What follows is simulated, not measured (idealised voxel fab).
Presented below is a process module, voxel wiring stack.
The cross-section shown here is cut; it is 280 nm wide and divided into square cells measuring 5 nm on a side.
Throughout this document, each cross-section is represented as a grid of square cells and is presented as a sequence of bands enumerated from the top downward, where a band comprises one or more rows of cells.
A band entry consists of two parts. The first gives the height of the band's top and the height of its bottom, in nm. The rest lists the band's materials from left to right, each with its width in nm. A single material labelled with the word "edge to edge" fills the band from edge to edge, and the word "empty" marks empty space.
We count height from 0. Below that, the starting wafer is all one material. The lowest band never ends at the bottom but goes on down; see "0 nm and below" for how that is written.
The expression "30..40" gives the width at the extremes of the band, the first number at its top row of cells and the second at its bottom row, with the width changing by equal amounts from each row to the next in between.
When a step is marked "no modifications", none of the cells in the cross-section changed during that step.
Entry "Sealed void listing". Content: empty spaces with no open connection to the top, size 8 cells or greater. Each: width x height at distance. Distance: from left edge. Unit: nm.
Formally, on a step line, whatever follows the settings is a remark that the simulator itself makes on the step.
overlay nm: step with mask; distance mask lay right of planned place; negative value = left of planned place.

[The planned process steps are enumerated hereunder]
1: RECEIVE, material Si
2: CONFORMAL_DEP, material SiO2, thk nm 10
3: CONFORMAL_DEP, material SiN, thk nm 5
4: DIRECTIONAL_DEP, material lowk, thk nm 15
5: DIRECTIONAL_DEP, material aC, thk nm 10
6: PATTERN, tone open, mask id METAL_1, material resist, width nm 25, pitch nm 40, thk nm 30, overlay nm 0
7: DIRECTIONAL_ETCH, etch materials aC, depth nm 10
8: STRIP, etch materials resist
9: DIRECTIONAL_ETCH, etch materials lowk, depth nm 15
10: DIRECTIONAL_ETCH, etch materials SiN, depth nm 5
11: STRIP, etch materials aC
12: CONFORMAL_DEP, material TiN, thk nm 5
13: FILL_DEP, material Cu, thk nm 5
14: CMP, height nm 30
15: CONFORMAL_DEP, material SiCN, thk nm 5
16: DIRECTIONAL_DEP, material lowk, thk nm 20
17: DIRECTIONAL_DEP, material aC, thk nm 15
18: PATTERN, tone open, mask id PLUG_1, material resist, width nm 15, pitch nm 40, thk nm 35, overlay nm 0
19: DIRECTIONAL_ETCH, etch materials aC, depth nm 15
20: STRIP, etch materials resist
21: DIRECTIONAL_ETCH, etch materials lowk, depth nm 20
22: DIRECTIONAL_ETCH, etch materials SiCN, depth nm 5
23: STRIP, etch materials aC
24: CONFORMAL_DEP, material TiN, thk nm 5
25: FILL_DEP, material Ru, thk nm 5
26: CMP, height nm 55
27: CONFORMAL_DEP, material SiCN, thk nm 5
28: DIRECTIONAL_DEP, material lowk, thk nm 25
29: MASKED_ETCH, tone open, mask id METAL_2, width nm 25, pitch nm 40, etch materials lowk, depth nm 25, overlay nm 0
30: MASKED_ETCH, tone open, mask id METAL_2, width nm 25, pitch nm 40, etch materials SiCN, depth nm 5, overlay nm 0
31: CONFORMAL_DEP, material TiN, thk nm 5
32: FILL_DEP, material Cu, thk nm 5
33: CMP, height nm 85
34: CONFORMAL_DEP, material SiN, thk nm 5

[First of two wafers, with the run carried out as planned]

[Cross-section, incoming material, after step 1]
0 nm and below | Si edge to edge
Sealed void listing: none

[State of the wafer after step 2, shown in cross-section]
10 nm to 0 nm | SiO2 edge to edge
Below 0 it's all the same as before, nothing changed down there.

[State of the wafer after step 3, shown in cross-section]
15 nm to 10 nm | SiN edge to edge
Below 10 it's all the same as before, nothing changed down there.

[State of the wafer after step 4, shown in cross-section]
30 nm to 15 nm | lowk edge to edge
Below 15 it's all the same as before, nothing changed down there.

[State of the wafer after step 5, shown in cross-section]
40 nm to 30 nm | aC edge to edge
Below 30 it's all the same as before, nothing changed down there.

[State of the wafer after step 6, shown in cross-section]
70 nm to 40 nm | resist 105 nm; empty 25 nm; resist 15 nm; empty 25 nm; resist 110 nm
Below 40 it's all the same as before, nothing changed down there.

[State of the wafer after step 7, shown in cross-section]
60 nm to 40 nm | resist 105 nm; empty 25 nm; resist 15 nm; empty 25 nm; resist 110 nm
40 nm to 30 nm | aC 105 nm; empty 25 nm; aC 15 nm; empty 25 nm; aC 110 nm
Below 30 it's all the same as before, nothing changed down there.

[State of the wafer after step 8, shown in cross-section]
40 nm to 30 nm | aC 105 nm; empty 25 nm; aC 15 nm; empty 25 nm; aC 110 nm
Below 30 it's all the same as before, nothing changed down there.

[State of the wafer after step 9, shown in cross-section]
40 nm to 30 nm | aC 105 nm; empty 25 nm; aC 15 nm; empty 25 nm; aC 110 nm
30 nm to 15 nm | lowk 105 nm; empty 25 nm; lowk 15 nm; empty 25 nm; lowk 110 nm
Below 15 it's all the same as before, nothing changed down there.

[State of the wafer after step 10, shown in cross-section]
40 nm to 30 nm | aC 105 nm; empty 25 nm; aC 15 nm; empty 25 nm; aC 110 nm
30 nm to 15 nm | lowk 105 nm; empty 25 nm; lowk 15 nm; empty 25 nm; lowk 110 nm
15 nm to 10 nm | SiN 105 nm; empty 25 nm; SiN 15 nm; empty 25 nm; SiN 110 nm
Below 10 it's all the same as before, nothing changed down there.

[State of the wafer after step 11, shown in cross-section]
30 nm to 15 nm | lowk 105 nm; empty 25 nm; lowk 15 nm; empty 25 nm; lowk 110 nm
Below 15 it's all the same as before, nothing changed down there.

[State of the wafer after step 12, shown in cross-section]
35 nm to 30 nm | TiN 110 nm; empty 15 nm; TiN 25 nm; empty 15 nm; TiN 115 nm
30 nm to 15 nm | lowk 105 nm; TiN 5 nm; empty 15 nm; TiN 5 nm; lowk 15 nm; TiN 5 nm; empty 15 nm; TiN 5 nm; lowk 110 nm
15 nm to 10 nm | SiN 105 nm; TiN 25 nm; SiN 15 nm; TiN 25 nm; SiN 110 nm
Below 10 it's all the same as before, nothing changed down there.

[State of the wafer after step 13, shown in cross-section]
40 nm to 35 nm | Cu edge to edge
35 nm to 30 nm | TiN 110 nm; Cu 15 nm; TiN 25 nm; Cu 15 nm; TiN 115 nm
30 nm to 15 nm | lowk 105 nm; TiN 5 nm; Cu 15 nm; TiN 5 nm; lowk 15 nm; TiN 5 nm; Cu 15 nm; TiN 5 nm; lowk 110 nm
Below 15 it's all the same as before, nothing changed down there.

[State of the wafer after step 14, shown in cross-section]
30 nm to 15 nm | lowk 105 nm; TiN 5 nm; Cu 15 nm; TiN 5 nm; lowk 15 nm; TiN 5 nm; Cu 15 nm; TiN 5 nm; lowk 110 nm
Below 15 it's all the same as before, nothing changed down there.

[State of the wafer after step 15, shown in cross-section]
35 nm to 30 nm | SiCN edge to edge
Below 30 it's all the same as before, nothing changed down there.

[State of the wafer after step 16, shown in cross-section]
55 nm to 35 nm | lowk edge to edge
Below 35 it's all the same as before, nothing changed down there.

[State of the wafer after step 17, shown in cross-section]
70 nm to 55 nm | aC edge to edge
Below 55 it's all the same as before, nothing changed down there.

[State of the wafer after step 18, shown in cross-section]
105 nm to 70 nm | resist 105 nm; empty 15 nm; resist 25 nm; empty 15 nm; resist 120 nm
Below 70 it's all the same as before, nothing changed down there.

[State of the wafer after step 19, shown in cross-section]
90 nm to 70 nm | resist 105 nm; empty 15 nm; resist 25 nm; empty 15 nm; resist 120 nm
70 nm to 55 nm | aC 105 nm; empty 15 nm; aC 25 nm; empty 15 nm; aC 120 nm
Below 55 it's all the same as before, nothing changed down there.

[State of the wafer after step 20, shown in cross-section]
70 nm to 55 nm | aC 105 nm; empty 15 nm; aC 25 nm; empty 15 nm; aC 120 nm
Below 55 it's all the same as before, nothing changed down there.

[State of the wafer after step 21, shown in cross-section]
70 nm to 55 nm | aC 105 nm; empty 15 nm; aC 25 nm; empty 15 nm; aC 120 nm
55 nm to 35 nm | lowk 105 nm; empty 15 nm; lowk 25 nm; empty 15 nm; lowk 120 nm
Below 35 it's all the same as before, nothing changed down there.

[State of the wafer after step 22, shown in cross-section]
70 nm to 55 nm | aC 105 nm; empty 15 nm; aC 25 nm; empty 15 nm; aC 120 nm
55 nm to 35 nm | lowk 105 nm; empty 15 nm; lowk 25 nm; empty 15 nm; lowk 120 nm
35 nm to 30 nm | SiCN 105 nm; empty 15 nm; SiCN 25 nm; empty 15 nm; SiCN 120 nm
Below 30 it's all the same as before, nothing changed down there.

[State of the wafer after step 23, shown in cross-section]
55 nm to 35 nm | lowk 105 nm; empty 15 nm; lowk 25 nm; empty 15 nm; lowk 120 nm
Below 35 it's all the same as before, nothing changed down there.

[State of the wafer after step 24, shown in cross-section]
60 nm to 55 nm | TiN 110 nm; empty 5 nm; TiN 35 nm; empty 5 nm; TiN 125 nm
55 nm to 35 nm | lowk 105 nm; TiN 5 nm; empty 5 nm; TiN 5 nm; lowk 25 nm; TiN 5 nm; empty 5 nm; TiN 5 nm; lowk 120 nm
35 nm to 30 nm | SiCN 105 nm; TiN 15 nm; SiCN 25 nm; TiN 15 nm; SiCN 120 nm
Below 30 it's all the same as before, nothing changed down there.

[State of the wafer after step 25, shown in cross-section]
65 nm to 60 nm | Ru edge to edge
60 nm to 55 nm | TiN 110 nm; Ru 5 nm; TiN 35 nm; Ru 5 nm; TiN 125 nm
55 nm to 35 nm | lowk 105 nm; TiN 5 nm; Ru 5 nm; TiN 5 nm; lowk 25 nm; TiN 5 nm; Ru 5 nm; TiN 5 nm; lowk 120 nm
Below 35 it's all the same as before, nothing changed down there.

[State of the wafer after step 26, shown in cross-section]
55 nm to 35 nm | lowk 105 nm; TiN 5 nm; Ru 5 nm; TiN 5 nm; lowk 25 nm; TiN 5 nm; Ru 5 nm; TiN 5 nm; lowk 120 nm
Below 35 it's all the same as before, nothing changed down there.

[State of the wafer after step 27, shown in cross-section]
60 nm to 55 nm | SiCN edge to edge
Below 55 it's all the same as before, nothing changed down there.

[State of the wafer after step 28, shown in cross-section]
85 nm to 60 nm | lowk edge to edge
Below 60 it's all the same as before, nothing changed down there.

[State of the wafer after step 29, shown in cross-section]
85 nm to 60 nm | lowk 105 nm; empty 25 nm; lowk 15 nm; empty 25 nm; lowk 110 nm
Below 60 it's all the same as before, nothing changed down there.

[State of the wafer after step 30, shown in cross-section]
85 nm to 60 nm | lowk 105 nm; empty 25 nm; lowk 15 nm; empty 25 nm; lowk 110 nm
60 nm to 55 nm | SiCN 105 nm; empty 25 nm; SiCN 15 nm; empty 25 nm; SiCN 110 nm
Below 55 it's all the same as before, nothing changed down there.

[State of the wafer after step 31, shown in cross-section]
90 nm to 85 nm | TiN 110 nm; empty 15 nm; TiN 25 nm; empty 15 nm; TiN 115 nm
85 nm to 60 nm | lowk 105 nm; TiN 5 nm; empty 15 nm; TiN 5 nm; lowk 15 nm; TiN 5 nm; empty 15 nm; TiN 5 nm; lowk 110 nm
60 nm to 55 nm | SiCN 105 nm; TiN 25 nm; SiCN 15 nm; TiN 25 nm; SiCN 110 nm
Below 55 it's all the same as before, nothing changed down there.

[State of the wafer after step 32, shown in cross-section]
95 nm to 90 nm | Cu edge to edge
90 nm to 85 nm | TiN 110 nm; Cu 15 nm; TiN 25 nm; Cu 15 nm; TiN 115 nm
85 nm to 60 nm | lowk 105 nm; TiN 5 nm; Cu 15 nm; TiN 5 nm; lowk 15 nm; TiN 5 nm; Cu 15 nm; TiN 5 nm; lowk 110 nm
Below 60 it's all the same as before, nothing changed down there.

[State of the wafer after step 33, shown in cross-section]
85 nm to 60 nm | lowk 105 nm; TiN 5 nm; Cu 15 nm; TiN 5 nm; lowk 15 nm; TiN 5 nm; Cu 15 nm; TiN 5 nm; lowk 110 nm
Below 60 it's all the same as before, nothing changed down there.

[State of the wafer after step 34, shown in cross-section]
90 nm to 85 nm | SiN edge to edge
Below 85 it's all the same as before, nothing changed down there.

[Second wafer - shared start and plan with the first - one error in running - same as the first up to step 2 inclusive]

Second wafer, cut view, end of step 3 per plan: no modifications

[Second wafer, cut view, end of step 4 per plan]
25 nm to 10 nm | lowk edge to edge
Below 10 it's all the same as before, nothing changed down there.

[Second wafer, cut view, end of step 5 per plan]
35 nm to 25 nm | aC edge to edge
Below 25 it's all the same as before, nothing changed down there.

[Second wafer, cut view, end of step 6 per plan]
65 nm to 35 nm | resist 105 nm; empty 25 nm; resist 15 nm; empty 25 nm; resist 110 nm
Below 35 it's all the same as before, nothing changed down there.

[Second wafer, cut view, end of step 7 per plan]
55 nm to 35 nm | resist 105 nm; empty 25 nm; resist 15 nm; empty 25 nm; resist 110 nm
35 nm to 25 nm | aC 105 nm; empty 25 nm; aC 15 nm; empty 25 nm; aC 110 nm
Below 25 it's all the same as before, nothing changed down there.

[Second wafer, cut view, end of step 8 per plan]
35 nm to 25 nm | aC 105 nm; empty 25 nm; aC 15 nm; empty 25 nm; aC 110 nm
Below 25 it's all the same as before, nothing changed down there.

[Second wafer, cut view, end of step 9 per plan]
35 nm to 25 nm | aC 105 nm; empty 25 nm; aC 15 nm; empty 25 nm; aC 110 nm
25 nm to 10 nm | lowk 105 nm; empty 25 nm; lowk 15 nm; empty 25 nm; lowk 110 nm
Below 10 it's all the same as before, nothing changed down there.

Second wafer, cut view, end of step 10 per plan: no modifications

[Second wafer, cut view, end of step 11 per plan]
25 nm to 10 nm | lowk 105 nm; empty 25 nm; lowk 15 nm; empty 25 nm; lowk 110 nm
Below 10 it's all the same as before, nothing changed down there.

[Second wafer, cut view, end of step 12 per plan]
30 nm to 25 nm | TiN 110 nm; empty 15 nm; TiN 25 nm; empty 15 nm; TiN 115 nm
25 nm to 15 nm | lowk 105 nm; TiN 5 nm; empty 15 nm; TiN 5 nm; lowk 15 nm; TiN 5 nm; empty 15 nm; TiN 5 nm; lowk 110 nm
15 nm to 10 nm | lowk 105 nm; TiN 25 nm; lowk 15 nm; TiN 25 nm; lowk 110 nm
Below 10 it's all the same as before, nothing changed down there.

[Second wafer, cut view, end of step 13 per plan]
35 nm to 30 nm | Cu edge to edge
30 nm to 25 nm | TiN 110 nm; Cu 15 nm; TiN 25 nm; Cu 15 nm; TiN 115 nm
25 nm to 15 nm | lowk 105 nm; TiN 5 nm; Cu 15 nm; TiN 5 nm; lowk 15 nm; TiN 5 nm; Cu 15 nm; TiN 5 nm; lowk 110 nm
Below 15 it's all the same as before, nothing changed down there.

[Second wafer, cut view, end of step 14 per plan]
30 nm to 25 nm | TiN 110 nm; Cu 15 nm; TiN 25 nm; Cu 15 nm; TiN 115 nm
Below 25 it's all the same as before, nothing changed down there.

[Second wafer, cut view, end of step 15 per plan]
35 nm to 30 nm | SiCN edge to edge
Below 30 it's all the same as before, nothing changed down there.

[Second wafer, cut view, end of step 16 per plan]
55 nm to 35 nm | lowk edge to edge
Below 35 it's all the same as before, nothing changed down there.

[Second wafer, cut view, end of step 17 per plan]
70 nm to 55 nm | aC edge to edge
Below 55 it's all the same as before, nothing changed down there.

[Second wafer, cut view, end of step 18 per plan]
105 nm to 70 nm | resist 105 nm; empty 15 nm; resist 25 nm; empty 15 nm; resist 120 nm
Below 70 it's all the same as before, nothing changed down there.

[Second wafer, cut view, end of step 19 per plan]
90 nm to 70 nm | resist 105 nm; empty 15 nm; resist 25 nm; empty 15 nm; resist 120 nm
70 nm to 55 nm | aC 105 nm; empty 15 nm; aC 25 nm; empty 15 nm; aC 120 nm
Below 55 it's all the same as before, nothing changed down there.

[Second wafer, cut view, end of step 20 per plan]
70 nm to 55 nm | aC 105 nm; empty 15 nm; aC 25 nm; empty 15 nm; aC 120 nm
Below 55 it's all the same as before, nothing changed down there.

[Second wafer, cut view, end of step 21 per plan]
70 nm to 55 nm | aC 105 nm; empty 15 nm; aC 25 nm; empty 15 nm; aC 120 nm
55 nm to 35 nm | lowk 105 nm; empty 15 nm; lowk 25 nm; empty 15 nm; lowk 120 nm
Below 35 it's all the same as before, nothing changed down there.

[Second wafer, cut view, end of step 22 per plan]
70 nm to 55 nm | aC 105 nm; empty 15 nm; aC 25 nm; empty 15 nm; aC 120 nm
55 nm to 35 nm | lowk 105 nm; empty 15 nm; lowk 25 nm; empty 15 nm; lowk 120 nm
35 nm to 30 nm | SiCN 105 nm; empty 15 nm; SiCN 25 nm; empty 15 nm; SiCN 120 nm
Below 30 it's all the same as before, nothing changed down there.

[Second wafer, cut view, end of step 23 per plan]
55 nm to 35 nm | lowk 105 nm; empty 15 nm; lowk 25 nm; empty 15 nm; lowk 120 nm
Below 35 it's all the same as before, nothing changed down there.

[Second wafer, cut view, end of step 24 per plan]
60 nm to 55 nm | TiN 110 nm; empty 5 nm; TiN 35 nm; empty 5 nm; TiN 125 nm
55 nm to 35 nm | lowk 105 nm; TiN 5 nm; empty 5 nm; TiN 5 nm; lowk 25 nm; TiN 5 nm; empty 5 nm; TiN 5 nm; lowk 120 nm
35 nm to 30 nm | SiCN 105 nm; TiN 15 nm; SiCN 25 nm; TiN 15 nm; SiCN 120 nm
Below 30 it's all the same as before, nothing changed down there.

[Second wafer, cut view, end of step 25 per plan]
65 nm to 60 nm | Ru edge to edge
60 nm to 55 nm | TiN 110 nm; Ru 5 nm; TiN 35 nm; Ru 5 nm; TiN 125 nm
55 nm to 35 nm | lowk 105 nm; TiN 5 nm; Ru 5 nm; TiN 5 nm; lowk 25 nm; TiN 5 nm; Ru 5 nm; TiN 5 nm; lowk 120 nm
Below 35 it's all the same as before, nothing changed down there.

[Second wafer, cut view, end of step 26 per plan]
55 nm to 35 nm | lowk 105 nm; TiN 5 nm; Ru 5 nm; TiN 5 nm; lowk 25 nm; TiN 5 nm; Ru 5 nm; TiN 5 nm; lowk 120 nm
Below 35 it's all the same as before, nothing changed down there.

[Second wafer, cut view, end of step 27 per plan]
60 nm to 55 nm | SiCN edge to edge
Below 55 it's all the same as before, nothing changed down there.

[Second wafer, cut view, end of step 28 per plan]
85 nm to 60 nm | lowk edge to edge
Below 60 it's all the same as before, nothing changed down there.

[Second wafer, cut view, end of step 29 per plan]
85 nm to 60 nm | lowk 105 nm; empty 25 nm; lowk 15 nm; empty 25 nm; lowk 110 nm
Below 60 it's all the same as before, nothing changed down there.

[Second wafer, cut view, end of step 30 per plan]
85 nm to 60 nm | lowk 105 nm; empty 25 nm; lowk 15 nm; empty 25 nm; lowk 110 nm
60 nm to 55 nm | SiCN 105 nm; empty 25 nm; SiCN 15 nm; empty 25 nm; SiCN 110 nm
Below 55 it's all the same as before, nothing changed down there.

[Second wafer, cut view, end of step 31 per plan]
90 nm to 85 nm | TiN 110 nm; empty 15 nm; TiN 25 nm; empty 15 nm; TiN 115 nm
85 nm to 60 nm | lowk 105 nm; TiN 5 nm; empty 15 nm; TiN 5 nm; lowk 15 nm; TiN 5 nm; empty 15 nm; TiN 5 nm; lowk 110 nm
60 nm to 55 nm | SiCN 105 nm; TiN 25 nm; SiCN 15 nm; TiN 25 nm; SiCN 110 nm
Below 55 it's all the same as before, nothing changed down there.

[Second wafer, cut view, end of step 32 per plan]
95 nm to 90 nm | Cu edge to edge
90 nm to 85 nm | TiN 110 nm; Cu 15 nm; TiN 25 nm; Cu 15 nm; TiN 115 nm
85 nm to 60 nm | lowk 105 nm; TiN 5 nm; Cu 15 nm; TiN 5 nm; lowk 15 nm; TiN 5 nm; Cu 15 nm; TiN 5 nm; lowk 110 nm
Below 60 it's all the same as before, nothing changed down there.

[Second wafer, cut view, end of step 33 per plan]
85 nm to 60 nm | lowk 105 nm; TiN 5 nm; Cu 15 nm; TiN 5 nm; lowk 15 nm; TiN 5 nm; Cu 15 nm; TiN 5 nm; lowk 110 nm
Below 60 it's all the same as before, nothing changed down there.

[Second wafer, cut view, end of step 34 per plan]
90 nm to 85 nm | SiN edge to edge
Below 85 it's all the same as before, nothing changed down there.
Short version of what went wrong: step 3 of the plan did not run at all; it was left out
Upon completion, the second wafer contains, in terms of cells, a greater or smaller amount of certain materials than the first wafer: -46 SiN, +46 TiN
